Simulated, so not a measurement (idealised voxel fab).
process module | voxel air gaps
Shown is cross-section cut, with a width of 245 nm and square cells of size 5 nm.
In this document a cross-section is written as a grid of square cells. It is given as a series of bands, listed from the top down, and a band is one or more rows of cells.
The band entry comprises the height of the band's top followed by the height of its bottom, expressed in nm, and subsequently the band's materials from left to right, each stated together with its width in nm. Where a single material is marked with the word "full width", that material fills the band from edge to edge. The word "empty" represents empty space.
Where do heights start? At 0: under that level the wafer as delivered is made of one material only. And the lowest band has no floor; it just carries on downward, as in "top 0, no bottom".
The expression "30 to 40" gives the width at the extremes of the band, the first number at its top row of cells and the second at its bottom row, with the width changing by equal amounts from each row to the next in between.
A step reported as "remained the same" is a step in which no cell of the cross-section changed.
The list in "Sealed voids" covers empty spaces of 8 cells or more that cannot reach the top through any open way, and it gives each as width x height at distance; the distance is from the left edge, and width, height and distance are in nm.
Anything after a step's settings on that line? It's the simulator's own note about the step.
"overlay nm" answers the question of how far to the right of plan the mask lay on a step that has a mask, and when it is negative the answer is to the left.

### This section lists the process steps that were planned
1) RECEIVE, material Si
2) CONFORMAL_DEP, material SiO2, thk nm 10
3) CONFORMAL_DEP, material SiCN, thk nm 5
4) DIRECTIONAL_DEP, material SiO2, thk nm 40
5) DIRECTIONAL_DEP, material aC, thk nm 15
6) PATTERN, tone open, mask id LINES, material resist, width nm 25, pitch nm 55, thk nm 30, overlay nm 0
7) DIRECTIONAL_ETCH, etch materials aC, depth nm 15
8) STRIP, etch materials resist
9) DIRECTIONAL_ETCH, etch materials SiO2, depth nm 40
10) STRIP, etch materials aC
11) CONFORMAL_DEP, material TiN, thk nm 5
12) FILL_DEP, material W, thk nm 10
13) CMP, height nm 55
14) EPI, material Ru, thk nm 10
15) SELECTIVE_ETCH, etch materials SiO2, depth nm 50
16) CONFORMAL_DEP, material SiCN, thk nm 5

### First of the two wafers, run per plan

### Cross-section of the wafer at receipt, which is the condition after step 1
  top 0, no bottom | Si full width
  Sealed voids: none

### Cross-section: wafer state after step 2
  top 10, bottom 0 | SiO2 full width
  Under 0: no change, same as before.

### Cross-section: wafer state after step 3
  top 15, bottom 10 | SiCN full width
  Under 10: no change, same as before.

### Cross-section: wafer state after step 4
  top 55, bottom 15 | SiO2 full width
  Under 15: no change, same as before.

### Cross-section: wafer state after step 5
  top 70, bottom 55 | aC full width
  Under 55: no change, same as before.

### Cross-section: wafer state after step 6
  top 100, bottom 70 | resist 25 nm / empty 25 nm / resist 30 nm / empty 25 nm / resist 30 nm / empty 25 nm / resist 30 nm / empty 25 nm / resist 30 nm
  Under 70: no change, same as before.

### Cross-section: wafer state after step 7
  top 85, bottom 70 | resist 25 nm / empty 25 nm / resist 30 nm / empty 25 nm / resist 30 nm / empty 25 nm / resist 30 nm / empty 25 nm / resist 30 nm
  top 70, bottom 55 | aC 25 nm / empty 25 nm / aC 30 nm / empty 25 nm / aC 30 nm / empty 25 nm / aC 30 nm / empty 25 nm / aC 30 nm
  Under 55: no change, same as before.

### Cross-section: wafer state after step 8
  top 70, bottom 55 | aC 25 nm / empty 25 nm / aC 30 nm / empty 25 nm / aC 30 nm / empty 25 nm / aC 30 nm / empty 25 nm / aC 30 nm
  Under 55: no change, same as before.

### Cross-section: wafer state after step 9
  top 70, bottom 55 | aC 25 nm / empty 25 nm / aC 30 nm / empty 25 nm / aC 30 nm / empty 25 nm / aC 30 nm / empty 25 nm / aC 30 nm
  top 55, bottom 15 | SiO2 25 nm / empty 25 nm / SiO2 30 nm / empty 25 nm / SiO2 30 nm / empty 25 nm / SiO2 30 nm / empty 25 nm / SiO2 30 nm
  Under 15: no change, same as before.

### Cross-section: wafer state after step 10
  top 55, bottom 15 | SiO2 25 nm / empty 25 nm / SiO2 30 nm / empty 25 nm / SiO2 30 nm / empty 25 nm / SiO2 30 nm / empty 25 nm / SiO2 30 nm
  Under 15: no change, same as before.

### Cross-section: wafer state after step 11
  top 60, bottom 55 | TiN 30 nm / empty 15 nm / TiN 40 nm / empty 15 nm / TiN 40 nm / empty 15 nm / TiN 40 nm / empty 15 nm / TiN 35 nm
  top 55, bottom 20 | SiO2 25 nm / TiN 5 nm / empty 15 nm / TiN 5 nm / SiO2 30 nm / TiN 5 nm / empty 15 nm / TiN 5 nm / SiO2 30 nm / TiN 5 nm / empty 15 nm / TiN 5 nm / SiO2 30 nm / TiN 5 nm / empty 15 nm / TiN 5 nm / SiO2 30 nm
  top 20, bottom 15 | SiO2 25 nm / TiN 25 nm / SiO2 30 nm / TiN 25 nm / SiO2 30 nm / TiN 25 nm / SiO2 30 nm / TiN 25 nm / SiO2 30 nm
  Under 15: no change, same as before.

### Cross-section: wafer state after step 12
  top 70, bottom 60 | W full width
  top 60, bottom 55 | TiN 30 nm / W 15 nm / TiN 40 nm / W 15 nm / TiN 40 nm / W 15 nm / TiN 40 nm / W 15 nm / TiN 35 nm
  top 55, bottom 20 | SiO2 25 nm / TiN 5 nm / W 15 nm / TiN 5 nm / SiO2 30 nm / TiN 5 nm / W 15 nm / TiN 5 nm / SiO2 30 nm / TiN 5 nm / W 15 nm / TiN 5 nm / SiO2 30 nm / TiN 5 nm / W 15 nm / TiN 5 nm / SiO2 30 nm
  Under 20: no change, same as before.

### Cross-section: wafer state after step 13
  top 55, bottom 20 | SiO2 25 nm / TiN 5 nm / W 15 nm / TiN 5 nm / SiO2 30 nm / TiN 5 nm / W 15 nm / TiN 5 nm / SiO2 30 nm / TiN 5 nm / W 15 nm / TiN 5 nm / SiO2 30 nm / TiN 5 nm / W 15 nm / TiN 5 nm / SiO2 30 nm
  Under 20: no change, same as before.

### Cross-section: wafer state after step 14
  top 65, bottom 55 | empty 15 nm / Ru 45 nm / empty 10 nm / Ru 45 nm / empty 10 nm / Ru 45 nm / empty 10 nm / Ru 45 nm / empty 20 nm
  Under 55: no change, same as before.

### Cross-section: wafer state after step 15
  top 65, bottom 55 | empty 15 nm / Ru 45 nm / empty 10 nm / Ru 45 nm / empty 10 nm / Ru 45 nm / empty 10 nm / Ru 45 nm / empty 20 nm
  top 55, bottom 20 | empty 25 nm / TiN 5 nm / W 15 nm / TiN 5 nm / empty 30 nm / TiN 5 nm / W 15 nm / TiN 5 nm / empty 30 nm / TiN 5 nm / W 15 nm / TiN 5 nm / empty 30 nm / TiN 5 nm / W 15 nm / TiN 5 nm / empty 30 nm
  top 20, bottom 15 | empty 25 nm / TiN 25 nm / empty 30 nm / TiN 25 nm / empty 30 nm / TiN 25 nm / empty 30 nm / TiN 25 nm / empty 30 nm
  Under 15: no change, same as before.

### Cross-section: wafer state after step 16
  top 70, bottom 65 | empty 10 nm / SiCN 220 nm / empty 15 nm
  top 65, bottom 55 | empty 10 nm / SiCN 5 nm / Ru 45 nm / SiCN 10 nm / Ru 45 nm / SiCN 10 nm / Ru 45 nm / SiCN 10 nm / Ru 45 nm / SiCN 5 nm / empty 15 nm
  top 55, bottom 50 | empty 10 nm / SiCN 15 nm / TiN 5 nm / W 15 nm / TiN 5 nm / SiCN 30 nm / TiN 5 nm / W 15 nm / TiN 5 nm / SiCN 30 nm / TiN 5 nm / W 15 nm / TiN 5 nm / SiCN 30 nm / TiN 5 nm / W 15 nm / TiN 5 nm / SiCN 15 nm / empty 15 nm
  top 50, bottom 20 | empty 20 nm / SiCN 5 nm / TiN 5 nm / W 15 nm / TiN 5 nm / SiCN 5 nm / empty 20 nm / SiCN 5 nm / TiN 5 nm / W 15 nm / TiN 5 nm / SiCN 5 nm / empty 20 nm / SiCN 5 nm / TiN 5 nm / W 15 nm / TiN 5 nm / SiCN 5 nm / empty 20 nm / SiCN 5 nm / TiN 5 nm / W 15 nm / TiN 5 nm / SiCN 5 nm / empty 25 nm
  top 20, bottom 15 | SiCN 25 nm / TiN 25 nm / SiCN 30 nm / TiN 25 nm / SiCN 30 nm / TiN 25 nm / SiCN 30 nm / TiN 25 nm / SiCN 30 nm
  Under 15: no change, same as before.
  Sealed voids: 20 x 30 at 55; 20 x 30 at 110; 20 x 30 at 165

### Second wafer: same start and same plan as the first, one execution error; identical to the first through step 2

### Cross-sectional view of the second wafer at the intended end time of process step 3
  top 15, bottom 0 | SiO2 full width
  Under 0: no change, same as before.

### Cross-sectional view of the second wafer at the intended end time of process step 4
  top 55, bottom 0 | SiO2 full width
  Under 0: no change, same as before.

### Cross-sectional view of the second wafer at the intended end time of process step 5
  top 70, bottom 55 | aC full width
  Under 55: no change, same as before.

### Cross-sectional view of the second wafer at the intended end time of process step 6
  top 100, bottom 70 | resist 25 nm / empty 25 nm / resist 30 nm / empty 25 nm / resist 30 nm / empty 25 nm / resist 30 nm / empty 25 nm / resist 30 nm
  Under 70: no change, same as before.

### Cross-sectional view of the second wafer at the intended end time of process step 7
  top 85, bottom 70 | resist 25 nm / empty 25 nm / resist 30 nm / empty 25 nm / resist 30 nm / empty 25 nm / resist 30 nm / empty 25 nm / resist 30 nm
  top 70, bottom 55 | aC 25 nm / empty 25 nm / aC 30 nm / empty 25 nm / aC 30 nm / empty 25 nm / aC 30 nm / empty 25 nm / aC 30 nm
  Under 55: no change, same as before.

### Cross-sectional view of the second wafer at the intended end time of process step 8
  top 70, bottom 55 | aC 25 nm / empty 25 nm / aC 30 nm / empty 25 nm / aC 30 nm / empty 25 nm / aC 30 nm / empty 25 nm / aC 30 nm
  Under 55: no change, same as before.

### Cross-sectional view of the second wafer at the intended end time of process step 9
  top 70, bottom 55 | aC 25 nm / empty 25 nm / aC 30 nm / empty 25 nm / aC 30 nm / empty 25 nm / aC 30 nm / empty 25 nm / aC 30 nm
  top 55, bottom 15 | SiO2 25 nm / empty 25 nm / SiO2 30 nm / empty 25 nm / SiO2 30 nm / empty 25 nm / SiO2 30 nm / empty 25 nm / SiO2 30 nm
  Under 15: no change, same as before.

### Cross-sectional view of the second wafer at the intended end time of process step 10
  top 55, bottom 15 | SiO2 25 nm / empty 25 nm / SiO2 30 nm / empty 25 nm / SiO2 30 nm / empty 25 nm / SiO2 30 nm / empty 25 nm / SiO2 30 nm
  Under 15: no change, same as before.

### Cross-sectional view of the second wafer at the intended end time of process step 11
  top 60, bottom 55 | TiN 30 nm / empty 15 nm / TiN 40 nm / empty 15 nm / TiN 40 nm / empty 15 nm / TiN 40 nm / empty 15 nm / TiN 35 nm
  top 55, bottom 20 | SiO2 25 nm / TiN 5 nm / empty 15 nm / TiN 5 nm / SiO2 30 nm / TiN 5 nm / empty 15 nm / TiN 5 nm / SiO2 30 nm / TiN 5 nm / empty 15 nm / TiN 5 nm / SiO2 30 nm / TiN 5 nm / empty 15 nm / TiN 5 nm / SiO2 30 nm
  top 20, bottom 15 | SiO2 25 nm / TiN 25 nm / SiO2 30 nm / TiN 25 nm / SiO2 30 nm / TiN 25 nm / SiO2 30 nm / TiN 25 nm / SiO2 30 nm
  Under 15: no change, same as before.

### Cross-sectional view of the second wafer at the intended end time of process step 12
  top 70, bottom 60 | W full width
  top 60, bottom 55 | TiN 30 nm / W 15 nm / TiN 40 nm / W 15 nm / TiN 40 nm / W 15 nm / TiN 40 nm / W 15 nm / TiN 35 nm
  top 55, bottom 20 | SiO2 25 nm / TiN 5 nm / W 15 nm / TiN 5 nm / SiO2 30 nm / TiN 5 nm / W 15 nm / TiN 5 nm / SiO2 30 nm / TiN 5 nm / W 15 nm / TiN 5 nm / SiO2 30 nm / TiN 5 nm / W 15 nm / TiN 5 nm / SiO2 30 nm
  Under 20: no change, same as before.

### Cross-sectional view of the second wafer at the intended end time of process step 13
  top 55, bottom 20 | SiO2 25 nm / TiN 5 nm / W 15 nm / TiN 5 nm / SiO2 30 nm / TiN 5 nm / W 15 nm / TiN 5 nm / SiO2 30 nm / TiN 5 nm / W 15 nm / TiN 5 nm / SiO2 30 nm / TiN 5 nm / W 15 nm / TiN 5 nm / SiO2 30 nm
  Under 20: no change, same as before.

### Cross-sectional view of the second wafer at the intended end time of process step 14
  top 65, bottom 55 | empty 15 nm / Ru 45 nm / empty 10 nm / Ru 45 nm / empty 10 nm / Ru 45 nm / empty 10 nm / Ru 45 nm / empty 20 nm
  Under 55: no change, same as before.

### Cross-sectional view of the second wafer at the intended end time of process step 15
  top 65, bottom 55 | empty 15 nm / Ru 45 nm / empty 10 nm / Ru 45 nm / empty 10 nm / Ru 45 nm / empty 10 nm / Ru 45 nm / empty 20 nm
  top 55, bottom 20 | empty 25 nm / TiN 5 nm / W 15 nm / TiN 5 nm / empty 30 nm / TiN 5 nm / W 15 nm / TiN 5 nm / empty 30 nm / TiN 5 nm / W 15 nm / TiN 5 nm / empty 30 nm / TiN 5 nm / W 15 nm / TiN 5 nm / empty 30 nm
  top 20, bottom 15 | empty 25 nm / TiN 25 nm / empty 30 nm / TiN 25 nm / empty 30 nm / TiN 25 nm / empty 30 nm / TiN 25 nm / empty 30 nm
  top 15, bottom 5 | empty 35 nm / SiO2 5 nm / empty 50 nm / SiO2 5 nm / empty 50 nm / SiO2 5 nm / empty 50 nm / SiO2 5 nm / empty 40 nm
  Under 5: no change, same as before.

### Cross-sectional view of the second wafer at the intended end time of process step 16
  top 70, bottom 65 | empty 10 nm / SiCN 220 nm / empty 15 nm
  top 65, bottom 55 | empty 10 nm / SiCN 5 nm / Ru 45 nm / SiCN 10 nm / Ru 45 nm / SiCN 10 nm / Ru 45 nm / SiCN 10 nm / Ru 45 nm / SiCN 5 nm / empty 15 nm
  top 55, bottom 50 | empty 10 nm / SiCN 15 nm / TiN 5 nm / W 15 nm / TiN 5 nm / SiCN 30 nm / TiN 5 nm / W 15 nm / TiN 5 nm / SiCN 30 nm / TiN 5 nm / W 15 nm / TiN 5 nm / SiCN 30 nm / TiN 5 nm / W 15 nm / TiN 5 nm / SiCN 15 nm / empty 15 nm
  top 50, bottom 20 | empty 20 nm / SiCN 5 nm / TiN 5 nm / W 15 nm / TiN 5 nm / SiCN 5 nm / empty 20 nm / SiCN 5 nm / TiN 5 nm / W 15 nm / TiN 5 nm / SiCN 5 nm / empty 20 nm / SiCN 5 nm / TiN 5 nm / W 15 nm / TiN 5 nm / SiCN 5 nm / empty 20 nm / SiCN 5 nm / TiN 5 nm / W 15 nm / TiN 5 nm / SiCN 5 nm / empty 25 nm
  top 20, bottom 15 | empty 20 nm / SiCN 5 nm / TiN 25 nm / SiCN 5 nm / empty 20 nm / SiCN 5 nm / TiN 25 nm / SiCN 5 nm / empty 20 nm / SiCN 5 nm / TiN 25 nm / SiCN 5 nm / empty 20 nm / SiCN 5 nm / TiN 25 nm / SiCN 5 nm / empty 25 nm
  top 15, bottom 10 | empty 20 nm / SiCN 15 nm / SiO2 5 nm / SiCN 15 nm / empty 20 nm / SiCN 15 nm / SiO2 5 nm / SiCN 15 nm / empty 20 nm / SiCN 15 nm / SiO2 5 nm / SiCN 15 nm / empty 20 nm / SiCN 15 nm / SiO2 5 nm / SiCN 15 nm / empty 25 nm
  top 10, bottom 5 | SiCN 35 nm / SiO2 5 nm / SiCN 50 nm / SiO2 5 nm / SiCN 50 nm / SiO2 5 nm / SiCN 50 nm / SiO2 5 nm / SiCN 40 nm
  Under 5: no change, same as before.
  Sealed voids: 20 x 40 at 55; 20 x 40 at 110; 20 x 40 at 165
Against the plan, the run slipped here: in deviation from the planned setting, step 3 was conducted as CONFORMAL_DEP, material SiO2, thk nm 5
The final cell counts differ between the wafers, with the second having more or fewer of some materials than the first: 1 fewer of SiCN | 41 fewer of SiO2
